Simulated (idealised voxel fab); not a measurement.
Process module, titled voxel capacitor over wiring
The figure presents cross-section cut, which has a width of 205 nm and is divided into square cells with an edge length of 5 nm.
How to read a cross-section here: the picture is a grid of square cells, written as bands going from the top down, and any band can span one or more rows of cells.
Read a band's entry like this: the first values are the height of its top and the height of its bottom in nm, and what follows is the sequence of materials from left to right, each with its width in nm. Note that "empty" is empty space, and that a single material marked "throughout" reaches across the band from edge to edge.
Heads up on the height convention: 0 is the point under which the incoming wafer is all one material, and the lowest band has no bottom, it just keeps going down, like "0 down".
Top row gets the first number, bottom row gets the second, and each row in between changes by the same step: that is how a band width like "30 to 40" works.
"identical to before" (step): cross-section cells unchanged, all of them.
"Voids, enclosed" enumerates empty spaces isolated from the top, with no open way to it, that contain at least 8 cells, giving each as width x height at distance from the left edge, all three in nm.
What comes after the settings on a step's line is commentary from the simulator itself on that step.
overlay nm: where the mask lay relative to plan, measured to the right, on steps with a mask; negatives go left.
Layout of what follows: cross-section pairs, each bracketing one process step, the after cross-section shown only to the lowest band that changed, the step between and its settings noted under each pair. Pairs may originate in different runs of this module on the same starting wafer; a pair continues from the pair above only where its entry headed "State on entry" says so.
State on entry
    0 down | Si throughout
    Voids, enclosed: none
Post-Step Snapshot
    10 to 0 | SiO2 throughout
    All layers under 0 are left as they were.
    Voids, enclosed: none
Operation between the pre and post cross-sections above: CONFORMAL_DEP, material SiO2, thk nm 10
State on entry: The pre-step condition corresponds to the post-step cross-section depicted in the pair directly above.
Post-Step Snapshot
    15 to 10 | SiCN throughout
    All layers under 10 are left as they were.
    Voids, enclosed: none
Operation between the pre and post cross-sections above: CONFORMAL_DEP, material SiCN, thk nm 5
State on entry: The pre-step condition corresponds to the post-step cross-section depicted in the pair directly above.
Post-Step Snapshot
    40 to 15 | SiO2 throughout
    All layers under 15 are left as they were.
    Voids, enclosed: none
Operation between the pre and post cross-sections above: DIRECTIONAL_DEP, material SiO2, thk nm 25
State on entry: The pre-step condition corresponds to the post-step cross-section depicted in the pair directly above.
Post-Step Snapshot
    40 to 15 | SiO2 (55) | empty (20) | SiO2 (55) | empty (20) | SiO2 (55)
    All layers under 15 are left as they were.
    Voids, enclosed: none
Operation between the pre and post cross-sections above: MASKED_ETCH, tone open, mask id METAL_1, width nm 20, pitch nm 75, etch materials SiO2, depth nm 25, overlay nm 0
State on entry: The pre-step condition corresponds to the post-step cross-section depicted in the pair directly above.
Post-Step Snapshot
    40 to 15 | SiO2 (55) | empty (20) | SiO2 (55) | empty (20) | SiO2 (55)
    15 to 10 | SiCN (55) | empty (20) | SiCN (55) | empty (20) | SiCN (55)
    All layers under 10 are left as they were.
    Voids, enclosed: none
Operation between the pre and post cross-sections above: MASKED_ETCH, tone open, mask id METAL_1, width nm 20, pitch nm 75, etch materials SiCN, depth nm 5, overlay nm 0
State on entry: The pre-step condition corresponds to the post-step cross-section depicted in the pair directly above.
Post-Step Snapshot
    45 to 40 | TiN (60) | empty (10) | TiN (65) | empty (10) | TiN (60)
    40 to 15 | SiO2 (55) | TiN (5) | empty (10) | TiN (5) | SiO2 (55) | TiN (5) | empty (10) | TiN (5) | SiO2 (55)
    15 to 10 | SiCN (55) | TiN (20) | SiCN (55) | TiN (20) | SiCN (55)
    All layers under 10 are left as they were.
    Voids, enclosed: none
Operation between the pre and post cross-sections above: CONFORMAL_DEP, material TiN, thk nm 5
State on entry: The pre-step condition corresponds to the post-step cross-section depicted in the pair directly above.
Post-Step Snapshot
    50 to 45 | Cu throughout
    45 to 40 | TiN (60) | Cu (10) | TiN (65) | Cu (10) | TiN (60)
    40 to 15 | SiO2 (55) | TiN (5) | Cu (10) | TiN (5) | SiO2 (55) | TiN (5) | Cu (10) | TiN (5) | SiO2 (55)
    All layers under 15 are left as they were.
    Voids, enclosed: none
Operation between the pre and post cross-sections above: FILL_DEP, material Cu, thk nm 5
State on entry: The pre-step condition corresponds to the post-step cross-section depicted in the pair directly above.
Post-Step Snapshot
    40 to 15 | SiO2 (55) | TiN (5) | Cu (10) | TiN (5) | SiO2 (55) | TiN (5) | Cu (10) | TiN (5) | SiO2 (55)
    All layers under 15 are left as they were.
    Voids, enclosed: none
Operation between the pre and post cross-sections above: CMP, height nm 40
State on entry: The pre-step condition corresponds to the post-step cross-section depicted in the pair directly above.
Post-Step Snapshot
    45 to 40 | SiCN throughout
    All layers under 40 are left as they were.
    Voids, enclosed: none
Operation between the pre and post cross-sections above: CONFORMAL_DEP, material SiCN, thk nm 5
State on entry: The pre-step condition corresponds to the post-step cross-section depicted in the pair directly above.
Post-Step Snapshot
    65 to 45 | lowk throughout
    All layers under 45 are left as they were.
    Voids, enclosed: none
Operation between the pre and post cross-sections above: DIRECTIONAL_DEP, material lowk, thk nm 20
State on entry: The pre-step condition corresponds to the post-step cross-section depicted in the pair directly above.
Post-Step Snapshot
    85 to 65 | resist (60) | empty (15) | resist (130)
    All layers under 65 are left as they were.
    Voids, enclosed: none
Operation between the pre and post cross-sections above: PATTERN, tone open, mask id PLUG_1, material resist, width nm 15, thk nm 20, overlay nm 0
State on entry: The pre-step condition corresponds to the post-step cross-section depicted in the pair directly above.
Post-Step Snapshot
    85 to 65 | resist (60) | empty (15) | resist (130)
    65 to 45 | lowk (60) | empty (15) | lowk (130)
    All layers under 45 are left as they were.
    Voids, enclosed: none
Operation between the pre and post cross-sections above: DIRECTIONAL_ETCH, etch materials lowk, depth nm 20
State on entry: The pre-step condition corresponds to the post-step cross-section depicted in the pair directly above.
Post-Step Snapshot
    85 to 65 | resist (60) | empty (15) | resist (130)
    65 to 45 | lowk (60) | empty (15) | lowk (130)
    45 to 40 | SiCN (60) | empty (15) | SiCN (130)
    All layers under 40 are left as they were.
    Voids, enclosed: none
Operation between the pre and post cross-sections above: DIRECTIONAL_ETCH, etch materials SiCN, depth nm 5
State on entry: The pre-step condition corresponds to the post-step cross-section depicted in the pair directly above.
Post-Step Snapshot
    65 to 45 | lowk (60) | empty (15) | lowk (130)
    All layers under 45 are left as they were.
    Voids, enclosed: none
Operation between the pre and post cross-sections above: STRIP, etch materials resist
State on entry: The pre-step condition corresponds to the post-step cross-section depicted in the pair directly above.
Post-Step Snapshot
    65 to 50 | lowk (60) | empty (15) | lowk (130)
    50 to 45 | lowk (60) | Ru (15) | lowk (130)
    45 to 40 | SiCN (60) | Ru (15) | SiCN (130)
    All layers under 40 are left as they were.
    Voids, enclosed: none
Operation between the pre and post cross-sections above: EPI, material Ru, thk nm 10
State on entry: The pre-step condition corresponds to the post-step cross-section depicted in the pair directly above.
Post-Step Snapshot
    65 to 60 | lowk (60) | empty (15) | lowk (130)
    60 to 45 | lowk (60) | Ru (15) | lowk (130)
    All layers under 45 are left as they were.
    Voids, enclosed: none
Operation between the pre and post cross-sections above: EPI, material Ru, thk nm 10
State on entry: The pre-step condition corresponds to the post-step cross-section depicted in the pair directly above.
Post-Step Snapshot
    65 to 45 | lowk (60) | Ru (15) | lowk (130)
    All layers under 45 are left as they were.
    Voids, enclosed: none
Operation between the pre and post cross-sections above: EPI, material Ru, thk nm 5
State on entry: The pre-step condition corresponds to the post-step cross-section depicted in the pair directly above.
Post-Step Snapshot
    75 to 65 | TiN throughout
    All layers under 65 are left as they were.
    Voids, enclosed: none
Operation between the pre and post cross-sections above: DIRECTIONAL_DEP, material TiN, thk nm 10
State on entry: The pre-step condition corresponds to the post-step cross-section depicted in the pair directly above.
Post-Step Snapshot
    80 to 75 | SiN throughout
    All layers under 75 are left as they were.
    Voids, enclosed: none
Operation between the pre and post cross-sections above: DIRECTIONAL_DEP, material SiN, thk nm 5
State on entry: The pre-step condition corresponds to the post-step cross-section depicted in the pair directly above.
Post-Step Snapshot
    90 to 80 | TiN throughout
    All layers under 80 are left as they were.
    Voids, enclosed: none
Operation between the pre and post cross-sections above: DIRECTIONAL_DEP, material TiN, thk nm 10
State on entry: The pre-step condition corresponds to the post-step cross-section depicted in the pair directly above.
Post-Step Snapshot
    105 to 90 | empty (60) | resist (60) | empty (85)
    All layers under 90 are left as they were.
    Voids, enclosed: none
Operation between the pre and post cross-sections above: PATTERN, tone cover, mask id UPPER_PLATE, material resist, width nm 60, thk nm 15, overlay nm 0
State on entry: The pre-step condition corresponds to the post-step cross-section depicted in the pair directly above.
Post-Step Snapshot
    105 to 90 | empty (60) | resist (60) | empty (85)
    90 to 80 | empty (60) | TiN (60) | empty (85)
    All layers under 80 are left as they were.
    Voids, enclosed: none
Operation between the pre and post cross-sections above: DIRECTIONAL_ETCH, etch materials TiN, depth nm 10
State on entry: The pre-step condition corresponds to the post-step cross-section depicted in the pair directly above.
Post-Step Snapshot
    105 to 90 | empty (60) | resist (60) | empty (85)
    90 to 80 | empty (60) | TiN (60) | empty (85)
    80 to 75 | empty (60) | SiN (60) | empty (85)
    All layers under 75 are left as they were.
    Voids, enclosed: none
Operation between the pre and post cross-sections above: DIRECTIONAL_ETCH, etch materials SiN, depth nm 5
State on entry: The pre-step condition corresponds to the post-step cross-section depicted in the pair directly above.
Post-Step Snapshot
    90 to 80 | empty (60) | TiN (60) | empty (85)
    All layers under 80 are left as they were.
    Voids, enclosed: none
Operation between the pre and post cross-sections above: STRIP, etch materials resist
State on entry: The pre-step condition corresponds to the post-step cross-section depicted in the pair directly above.
Post-Step Snapshot
    105 to 90 | empty (60) | aC (60) | empty (85)
    90 to 80 | aC (60) | TiN (60) | aC (85)
    80 to 75 | aC (60) | SiN (60) | aC (85)
    All layers under 75 are left as they were.
    Voids, enclosed: none
Operation between the pre and post cross-sections above: DIRECTIONAL_DEP, material aC, thk nm 15
State on entry: The pre-step condition corresponds to the post-step cross-section depicted in the pair directly above.
Post-Step Snapshot
    135 to 105 | empty (55) | resist (70) | empty (80)
    105 to 90 | empty (55) | resist (5) | aC (60) | resist (5) | empty (80)
    All layers under 90 are left as they were.
    Voids, enclosed: none
Operation between the pre and post cross-sections above: PATTERN, tone cover, mask id LOWER_PLATE, material resist, width nm 70, thk nm 30, overlay nm 0
State on entry: The pre-step condition corresponds to the post-step cross-section depicted in the pair directly above.
Post-Step Snapshot
    120 to 105 | empty (55) | resist (70) | empty (80)
    105 to 90 | empty (55) | resist (5) | aC (60) | resist (5) | empty (80)
    90 to 80 | empty (55) | aC (5) | TiN (60) | aC (5) | empty (80)
    80 to 75 | empty (55) | aC (5) | SiN (60) | aC (5) | empty (80)
    All layers under 75 are left as they were.
    Voids, enclosed: none
Operation between the pre and post cross-sections above: DIRECTIONAL_ETCH, etch materials aC, depth nm 15
State on entry: The pre-step condition corresponds to the post-step cross-section depicted in the pair directly above.
Post-Step Snapshot
    105 to 90 | empty (60) | aC (60) | empty (85)
    All layers under 90 are left as they were.
    Voids, enclosed: none
Operation between the pre and post cross-sections above: STRIP, etch materials resist
State on entry: The pre-step condition corresponds to the post-step cross-section depicted in the pair directly above.
Post-Step Snapshot
    105 to 90 | empty (60) | aC (60) | empty (85)
    90 to 80 | empty (55) | aC (5) | TiN (60) | aC (5) | empty (80)
    80 to 75 | empty (55) | aC (5) | SiN (60) | aC (5) | empty (80)
    75 to 65 | empty (55) | TiN (70) | empty (80)
    All layers under 65 are left as they were.
    Voids, enclosed: none
Operation between the pre and post cross-sections above: DIRECTIONAL_ETCH, etch materials TiN, depth nm 10
State on entry: The pre-step condition corresponds to the post-step cross-section depicted in the pair directly above.
Post-Step Snapshot
    90 to 80 | empty (60) | TiN (60) | empty (85)
    80 to 75 | empty (60) | SiN (60) | empty (85)
    All layers under 75 are left as they were.
    Voids, enclosed: none
Operation between the pre and post cross-sections above: STRIP, etch materials aC
State on entry: The pre-step condition corresponds to the post-step cross-section depicted in the pair directly above.
Post-Step Snapshot
    105 to 90 | SiO2 throughout
    90 to 80 | SiO2 (60) | TiN (60) | SiO2 (85)
    80 to 75 | SiO2 (60) | SiN (60) | SiO2 (85)
    75 to 65 | SiO2 (55) | TiN (70) | SiO2 (80)
    All layers under 65 are left as they were.
    Voids, enclosed: none
Operation between the pre and post cross-sections above: FILL_DEP, material SiO2, thk nm 15
State on entry: The pre-step condition corresponds to the post-step cross-section depicted in the pair directly above.
Post-Step Snapshot
    100 to 90 | SiO2 throughout
    All layers under 90 are left as they were.
    Voids, enclosed: none
Operation between the pre and post cross-sections above: CMP, height nm 100
State on entry: The pre-step condition corresponds to the post-step cross-section depicted in the pair directly above.
Post-Step Snapshot
    115 to 100 | resist (70) | empty (15) | resist (120)
    All layers under 100 are left as they were.
    Voids, enclosed: none
Operation between the pre and post cross-sections above: PATTERN, tone open, mask id PLUG_2, material resist, width nm 15, thk nm 15, overlay nm 0
State on entry: The pre-step condition corresponds to the post-step cross-section depicted in the pair directly above.
Post-Step Snapshot
    115 to 100 | resist (70) | empty (15) | resist (120)
    100 to 90 | SiO2 (70) | empty (15) | SiO2 (120)
    All layers under 90 are left as they were.
    Voids, enclosed: none
Operation between the pre and post cross-sections above: DIRECTIONAL_ETCH, etch materials SiO2, depth nm 10
State on entry: The pre-step condition corresponds to the post-step cross-section depicted in the pair directly above.
Post-Step Snapshot
    100 to 90 | SiO2 (70) | empty (15) | SiO2 (120)
    All layers under 90 are left as they were.
    Voids, enclosed: none
Operation between the pre and post cross-sections above: STRIP, etch materials resist
State on entry: The pre-step condition corresponds to the post-step cross-section depicted in the pair directly above.
Post-Step Snapshot
    105 to 100 | TiN (75) | empty (5) | TiN (125)
    100 to 95 | SiO2 (70) | TiN (5) | empty (5) | TiN (5) | SiO2 (120)
    95 to 90 | SiO2 (70) | TiN (15) | SiO2 (120)
    All layers under 90 are left as they were.
    Voids, enclosed: none
Operation between the pre and post cross-sections above: CONFORMAL_DEP, material TiN, thk nm 5
State on entry: The pre-step condition corresponds to the post-step cross-section depicted in the pair directly above.
Post-Step Snapshot
    110 to 105 | Ru throughout
    105 to 100 | TiN (75) | Ru (5) | TiN (125)
    100 to 95 | SiO2 (70) | TiN (5) | Ru (5) | TiN (5) | SiO2 (120)
    All layers under 95 are left as they were.
    Voids, enclosed: none
Operation between the pre and post cross-sections above: FILL_DEP, material Ru, thk nm 5
State on entry: The pre-step condition corresponds to the post-step cross-section depicted in the pair directly above.
Post-Step Snapshot
    100 to 95 | SiO2 (70) | TiN (5) | Ru (5) | TiN (5) | SiO2 (120)
    All layers under 95 are left as they were.
    Voids, enclosed: none
Operation between the pre and post cross-sections above: CMP, height nm 100
State on entry: The pre-step condition corresponds to the post-step cross-section depicted in the pair directly above.
Post-Step Snapshot
    105 to 100 | SiCN throughout
    All layers under 100 are left as they were.
    Voids, enclosed: none
Operation between the pre and post cross-sections above: CONFORMAL_DEP, material SiCN, thk nm 5
State on entry
    75 to 65 | TiN throughout
    65 to 45 | lowk (60) | Ru (15) | lowk (130)
    45 to 40 | SiCN (60) | Ru (15) | SiCN (130)
    40 to 15 | SiO2 (55) | TiN (5) | Cu (10) | TiN (5) | SiO2 (55) | TiN (5) | Cu (10) | TiN (5) | SiO2 (55)
    15 to 10 | SiCN (55) | TiN (20) | SiCN (55) | TiN (20) | SiCN (55)
    10 to 0 | SiO2 throughout
    0 down | Si throughout
    Voids, enclosed: none
Post-Step Snapshot
    85 to 65 | TiN throughout
    All layers under 65 are left as they were.
    Voids, enclosed: none
Operation between the pre and post cross-sections above: DIRECTIONAL_DEP, material TiN, thk nm 10
State on entry: The pre-step condition corresponds to the post-step cross-section depicted in the pair directly above.
Post-Step Snapshot
    100 to 85 | empty (60) | resist (60) | empty (85)
    All layers under 85 are left as they were.
    Voids, enclosed: none
Operation between the pre and post cross-sections above: PATTERN, tone cover, mask id UPPER_PLATE, material resist, width nm 60, thk nm 15, overlay nm 0
State on entry: The pre-step condition corresponds to the post-step cross-section depicted in the pair directly above.
Post-Step Snapshot
    100 to 85 | empty (60) | resist (60) | empty (85)
    85 to 75 | empty (60) | TiN (60) | empty (85)
    All layers under 75 are left as they were.
    Voids, enclosed: none
Operation between the pre and post cross-sections above: DIRECTIONAL_ETCH, etch materials TiN, depth nm 10
State on entry: The pre-step condition corresponds to the post-step cross-section depicted in the pair directly above.
Post-Step Snapshot
    85 to 75 | empty (60) | TiN (60) | empty (85)
    All layers under 75 are left as they were.
    Voids, enclosed: none
Operation between the pre and post cross-sections above: STRIP, etch materials resist
State on entry: The pre-step condition corresponds to the post-step cross-section depicted in the pair directly above.
Post-Step Snapshot
    100 to 90 | empty (60) | aC (60) | empty (85)
    90 to 85 | aC throughout
    85 to 75 | aC (60) | TiN (60) | aC (85)
    All layers under 75 are left as they were.
    Voids, enclosed: none
Operation between the pre and post cross-sections above: DIRECTIONAL_DEP, material aC, thk nm 15
State on entry: The pre-step condition corresponds to the post-step cross-section depicted in the pair directly above.
Post-Step Snapshot
    130 to 100 | empty (55) | resist (70) | empty (80)
    100 to 90 | empty (55) | resist (5) | aC (60) | resist (5) | empty (80)
    All layers under 90 are left as they were.
    Voids, enclosed: none
Operation between the pre and post cross-sections above: PATTERN, tone cover, mask id LOWER_PLATE, material resist, width nm 70, thk nm 30, overlay nm 0
State on entry: The pre-step condition corresponds to the post-step cross-section depicted in the pair directly above.
Post-Step Snapshot
    115 to 100 | empty (55) | resist (70) | empty (80)
    100 to 90 | empty (55) | resist (5) | aC (60) | resist (5) | empty (80)
    90 to 85 | empty (55) | aC (70) | empty (80)
    85 to 75 | empty (55) | aC (5) | TiN (60) | aC (5) | empty (80)
    All layers under 75 are left as they were.
    Voids, enclosed: none
Operation between the pre and post cross-sections above: DIRECTIONAL_ETCH, etch materials aC, depth nm 15
State on entry: The pre-step condition corresponds to the post-step cross-section depicted in the pair directly above.
Post-Step Snapshot
    100 to 90 | empty (60) | aC (60) | empty (85)
    All layers under 90 are left as they were.
    Voids, enclosed: none
Operation between the pre and post cross-sections above: STRIP, etch materials resist
State on entry: The pre-step condition corresponds to the post-step cross-section depicted in the pair directly above.
Post-Step Snapshot
    100 to 90 | empty (60) | aC (60) | empty (85)
    90 to 85 | empty (55) | aC (70) | empty (80)
    85 to 75 | empty (55) | aC (5) | TiN (60) | aC (5) | empty (80)
    75 to 65 | empty (55) | TiN (70) | empty (80)
    All layers under 65 are left as they were.
    Voids, enclosed: none
Operation between the pre and post cross-sections above: DIRECTIONAL_ETCH, etch materials TiN, depth nm 10
State on entry: The pre-step condition corresponds to the post-step cross-section depicted in the pair directly above.
Post-Step Snapshot
    85 to 75 | empty (60) | TiN (60) | empty (85)
    All layers under 75 are left as they were.
    Voids, enclosed: none
Operation between the pre and post cross-sections above: STRIP, etch materials aC
State on entry: The pre-step condition corresponds to the post-step cross-section depicted in the pair directly above.
Post-Step Snapshot
    100 to 85 | SiO2 throughout
    85 to 75 | SiO2 (60) | TiN (60) | SiO2 (85)
    75 to 65 | SiO2 (55) | TiN (70) | SiO2 (80)
    All layers under 65 are left as they were.
    Voids, enclosed: none
Operation between the pre and post cross-sections above: FILL_DEP, material SiO2, thk nm 15
State on entry: The pre-step condition corresponds to the post-step cross-section depicted in the pair directly above.
Post-Step Snapshot
    115 to 100 | resist (70) | empty (15) | resist (120)
    All layers under 100 are left as they were.
    Voids, enclosed: none
Operation between the pre and post cross-sections above: PATTERN, tone open, mask id PLUG_2, material resist, width nm 15, thk nm 15, overlay nm 0
State on entry: The pre-step condition corresponds to the post-step cross-section depicted in the pair directly above.
Post-Step Snapshot
    115 to 100 | resist (70) | empty (15) | resist (120)
    100 to 90 | SiO2 (70) | empty (15) | SiO2 (120)
    All layers under 90 are left as they were.
    Voids, enclosed: none
Operation between the pre and post cross-sections above: DIRECTIONAL_ETCH, etch materials SiO2, depth nm 10
State on entry: The pre-step condition corresponds to the post-step cross-section depicted in the pair directly above.
Post-Step Snapshot
    100 to 90 | SiO2 (70) | empty (15) | SiO2 (120)
    All layers under 90 are left as they were.
    Voids, enclosed: none
Operation between the pre and post cross-sections above: STRIP, etch materials resist
State on entry: The pre-step condition corresponds to the post-step cross-section depicted in the pair directly above.
Post-Step Snapshot
    105 to 100 | TiN (75) | empty (5) | TiN (125)
    100 to 95 | SiO2 (70) | TiN (5) | empty (5) | TiN (5) | SiO2 (120)
    95 to 90 | SiO2 (70) | TiN (15) | SiO2 (120)
    All layers under 90 are left as they were.
    Voids, enclosed: none
Operation between the pre and post cross-sections above: CONFORMAL_DEP, material TiN, thk nm 5
State on entry: The pre-step condition corresponds to the post-step cross-section depicted in the pair directly above.
Post-Step Snapshot
    110 to 105 | Ru throughout
    105 to 100 | TiN (75) | Ru (5) | TiN (125)
    100 to 95 | SiO2 (70) | TiN (5) | Ru (5) | TiN (5) | SiO2 (120)
    All layers under 95 are left as they were.
    Voids, enclosed: none
Operation between the pre and post cross-sections above: FILL_DEP, material Ru, thk nm 5
State on entry: The pre-step condition corresponds to the post-step cross-section depicted in the pair directly above.
Post-Step Snapshot
    100 to 95 | SiO2 (70) | TiN (5) | Ru (5) | TiN (5) | SiO2 (120)
    All layers under 95 are left as they were.
    Voids, enclosed: none
Operation between the pre and post cross-sections above: CMP, height nm 100
State on entry: The pre-step condition corresponds to the post-step cross-section depicted in the pair directly above.
Post-Step Snapshot
    105 to 100 | SiCN throughout
    All layers under 100 are left as they were.
    Voids, enclosed: none
Operation between the pre and post cross-sections above: CONFORMAL_DEP, material SiCN, thk nm 5
State on entry
    65 to 45 | lowk throughout
    45 to 40 | SiCN throughout
    40 to 15 | SiO2 (55) | TiN (5) | Cu (10) | TiN (5) | SiO2 (55) | TiN (5) | Cu (10) | TiN (5) | SiO2 (55)
    15 to 10 | SiCN (55) | TiN (20) | SiCN (55) | TiN (20) | SiCN (55)
    10 to 0 | SiO2 throughout
    0 down | Si throughout
    Voids, enclosed: none
Post-Step Snapshot
    85 to 45 | lowk throughout
    All layers under 45 are left as they were.
    Voids, enclosed: none
Operation between the pre and post cross-sections above: DIRECTIONAL_DEP, material lowk, thk nm 20
State on entry: The pre-step condition corresponds to the post-step cross-section depicted in the pair directly above.
Post-Step Snapshot
    105 to 85 | resist (60) | empty (15) | resist (130)
    All layers under 85 are left as they were.
    Voids, enclosed: none
Operation between the pre and post cross-sections above: PATTERN, tone open, mask id PLUG_1, material resist, width nm 15, thk nm 20, overlay nm 0
State on entry: The pre-step condition corresponds to the post-step cross-section depicted in the pair directly above.
Post-Step Snapshot
    105 to 85 | resist (60) | empty (15) | resist (130)
    85 to 65 | lowk (60) | empty (15) | lowk (130)
    All layers under 65 are left as they were.
    Voids, enclosed: none
Operation between the pre and post cross-sections above: DIRECTIONAL_ETCH, etch materials lowk, depth nm 20
State on entry: The pre-step condition corresponds to the post-step cross-section depicted in the pair directly above.
Post-Step Snapshot
    85 to 65 | lowk (60) | empty (15) | lowk (130)
    All layers under 65 are left as they were.
    Voids, enclosed: none
Operation between the pre and post cross-sections above: STRIP, etch materials resist
State on entry: The pre-step condition corresponds to the post-step cross-section depicted in the pair directly above.
Post-Step Snapshot
    95 to 85 | TiN (60) | empty (15) | TiN (130)
    85 to 75 | lowk (60) | empty (15) | lowk (130)
    75 to 65 | lowk (60) | TiN (15) | lowk (130)
    All layers under 65 are left as they were.
    Voids, enclosed: none
Operation between the pre and post cross-sections above: DIRECTIONAL_DEP, material TiN, thk nm 10
State on entry: The pre-step condition corresponds to the post-step cross-section depicted in the pair directly above.
Post-Step Snapshot
    100 to 95 | SiN (60) | empty (15) | SiN (130)
    95 to 85 | TiN (60) | empty (15) | TiN (130)
    85 to 80 | lowk (60) | empty (15) | lowk (130)
    80 to 75 | lowk (60) | SiN (15) | lowk (130)
    All layers under 75 are left as they were.
    Voids, enclosed: none
Operation between the pre and post cross-sections above: DIRECTIONAL_DEP, material SiN, thk nm 5
State on entry: The pre-step condition corresponds to the post-step cross-section depicted in the pair directly above.
Post-Step Snapshot
    110 to 100 | TiN (60) | empty (15) | TiN (130)
    100 to 95 | SiN (60) | empty (15) | SiN (130)
    95 to 90 | TiN (60) | empty (15) | TiN (130)
    90 to 85 | TiN throughout
    85 to 80 | lowk (60) | TiN (15) | lowk (130)
    All layers under 80 are left as they were.
    Voids, enclosed: none
Operation between the pre and post cross-sections above: DIRECTIONAL_DEP, material TiN, thk nm 10
State on entry: The pre-step condition corresponds to the post-step cross-section depicted in the pair directly above.
Post-Step Snapshot
    125 to 110 | empty (60) | resist (60) | empty (85)
    110 to 100 | TiN (60) | resist (15) | TiN (130)
    100 to 95 | SiN (60) | resist (15) | SiN (130)
    95 to 90 | TiN (60) | resist (15) | TiN (130)
    All layers under 90 are left as they were.
    Voids, enclosed: none
Operation between the pre and post cross-sections above: PATTERN, tone cover, mask id UPPER_PLATE, material resist, width nm 60, thk nm 15, overlay nm 0
State on entry: The pre-step condition corresponds to the post-step cross-section depicted in the pair directly above.
Post-Step Snapshot
    125 to 110 | empty (60) | resist (60) | empty (85)
    110 to 100 | empty (60) | resist (15) | TiN (45) | empty (85)
    All layers under 100 are left as they were.
    Voids, enclosed: none
Operation between the pre and post cross-sections above: DIRECTIONAL_ETCH, etch materials TiN, depth nm 10
State on entry: The pre-step condition corresponds to the post-step cross-section depicted in the pair directly above.
Post-Step Snapshot
    125 to 110 | empty (60) | resist (60) | empty (85)
    110 to 100 | empty (60) | resist (15) | TiN (45) | empty (85)
    100 to 95 | empty (60) | resist (15) | SiN (45) | empty (85)
    All layers under 95 are left as they were.
    Voids, enclosed: none
Operation between the pre and post cross-sections above: DIRECTIONAL_ETCH, etch materials SiN, depth nm 5
State on entry: The pre-step condition corresponds to the post-step cross-section depicted in the pair directly above.
Post-Step Snapshot
    110 to 100 | empty (75) | TiN (45) | empty (85)
    100 to 95 | empty (75) | SiN (45) | empty (85)
    95 to 90 | TiN (60) | empty (15) | TiN (130)
    All layers under 90 are left as they were.
    Voids, enclosed: none
Operation between the pre and post cross-sections above: STRIP, etch materials resist
State on entry: The pre-step condition corresponds to the post-step cross-section depicted in the pair directly above.
Post-Step Snapshot
    125 to 110 | empty (75) | aC (45) | empty (85)
    110 to 105 | aC (60) | empty (15) | TiN (45) | aC (85)
    105 to 100 | aC (75) | TiN (45) | aC (85)
    100 to 95 | aC (75) | SiN (45) | aC (85)
    95 to 90 | TiN (60) | aC (15) | TiN (130)
    All layers under 90 are left as they were.
    Voids, enclosed: none
Operation between the pre and post cross-sections above: DIRECTIONAL_DEP, material aC, thk nm 15
State on entry: The pre-step condition corresponds to the post-step cross-section depicted in the pair directly above.
Post-Step Snapshot
    155 to 125 | empty (55) | resist (70) | empty (80)
    125 to 110 | empty (55) | resist (20) | aC (45) | resist (5) | empty (80)
    110 to 105 | aC (60) | resist (15) | TiN (45) | aC (85)
    All layers under 105 are left as they were.
    Voids, enclosed: none
Operation between the pre and post cross-sections above: PATTERN, tone cover, mask id LOWER_PLATE, material resist, width nm 70, thk nm 30, overlay nm 0
State on entry: The pre-step condition corresponds to the post-step cross-section depicted in the pair directly above.
Post-Step Snapshot
    140 to 125 | empty (55) | resist (70) | empty (80)
    125 to 110 | empty (55) | resist (20) | aC (45) | resist (5) | empty (80)
    110 to 105 | empty (55) | aC (5) | resist (15) | TiN (45) | aC (5) | empty (80)
    105 to 100 | empty (55) | aC (20) | TiN (45) | aC (5) | empty (80)
    100 to 95 | empty (55) | aC (20) | SiN (45) | aC (5) | empty (80)
    All layers under 95 are left as they were.
    Voids, enclosed: none
Operation between the pre and post cross-sections above: DIRECTIONAL_ETCH, etch materials aC, depth nm 15
State on entry: The pre-step condition corresponds to the post-step cross-section depicted in the pair directly above.
Post-Step Snapshot
    125 to 110 | empty (75) | aC (45) | empty (85)
    110 to 105 | empty (55) | aC (5) | empty (15) | TiN (45) | aC (5) | empty (80)
    All layers under 105 are left as they were.
    Voids, enclosed: none
Operation between the pre and post cross-sections above: STRIP, etch materials resist
State on entry: The pre-step condition corresponds to the post-step cross-section depicted in the pair directly above.
Post-Step Snapshot
    125 to 110 | empty (75) | aC (45) | empty (85)
    110 to 105 | empty (55) | aC (5) | empty (15) | TiN (45) | aC (5) | empty (80)
    105 to 100 | empty (55) | aC (20) | TiN (45) | aC (5) | empty (80)
    100 to 95 | empty (55) | aC (20) | SiN (45) | aC (5) | empty (80)
    95 to 90 | empty (55) | TiN (5) | aC (15) | TiN (50) | empty (80)
    90 to 85 | empty (55) | TiN (70) | empty (80)
    All layers under 85 are left as they were.
    Voids, enclosed: none
Operation between the pre and post cross-sections above: DIRECTIONAL_ETCH, etch materials TiN, depth nm 10
State on entry: The pre-step condition corresponds to the post-step cross-section depicted in the pair directly above.
Post-Step Snapshot
    110 to 100 | empty (75) | TiN (45) | empty (85)
    100 to 95 | empty (75) | SiN (45) | empty (85)
    95 to 90 | empty (55) | TiN (5) | empty (15) | TiN (50) | empty (80)
    All layers under 90 are left as they were.
    Voids, enclosed: none
Operation between the pre and post cross-sections above: STRIP, etch materials aC
State on entry: The pre-step condition corresponds to the post-step cross-section depicted in the pair directly above.
Post-Step Snapshot
    125 to 110 | SiO2 throughout
    110 to 100 | SiO2 (75) | TiN (45) | SiO2 (85)
    100 to 95 | SiO2 (75) | SiN (45) | SiO2 (85)
    95 to 90 | SiO2 (55) | TiN (5) | SiO2 (15) | TiN (50) | SiO2 (80)
    90 to 85 | SiO2 (55) | TiN (70) | SiO2 (80)
    All layers under 85 are left as they were.
    Voids, enclosed: none
Operation between the pre and post cross-sections above: FILL_DEP, material SiO2, thk nm 15
State on entry: The pre-step condition corresponds to the post-step cross-section depicted in the pair directly above.
Post-Step Snapshot
    100 to 95 | SiO2 (75) | SiN (45) | SiO2 (85)
    All layers under 95 are left as they were.
    Voids, enclosed: none
Operation between the pre and post cross-sections above: CMP, height nm 100
State on entry: The pre-step condition corresponds to the post-step cross-section depicted in the pair directly above.
Post-Step Snapshot
    115 to 100 | resist (70) | empty (15) | resist (120)
    All layers under 100 are left as they were.
    Voids, enclosed: none
Operation between the pre and post cross-sections above: PATTERN, tone open, mask id PLUG_2, material resist, width nm 15, thk nm 15, overlay nm 0
State on entry: The pre-step condition corresponds to the post-step cross-section depicted in the pair directly above.
Post-Step Snapshot
    115 to 100 | resist (70) | empty (15) | resist (120)
    100 to 95 | SiO2 (70) | empty (5) | SiN (45) | SiO2 (85)
    95 to 90 | SiO2 (55) | TiN (5) | SiO2 (10) | empty (5) | TiN (50) | SiO2 (80)
    All layers under 90 are left as they were.
    Voids, enclosed: none
Operation between the pre and post cross-sections above: DIRECTIONAL_ETCH, etch materials SiO2, depth nm 10
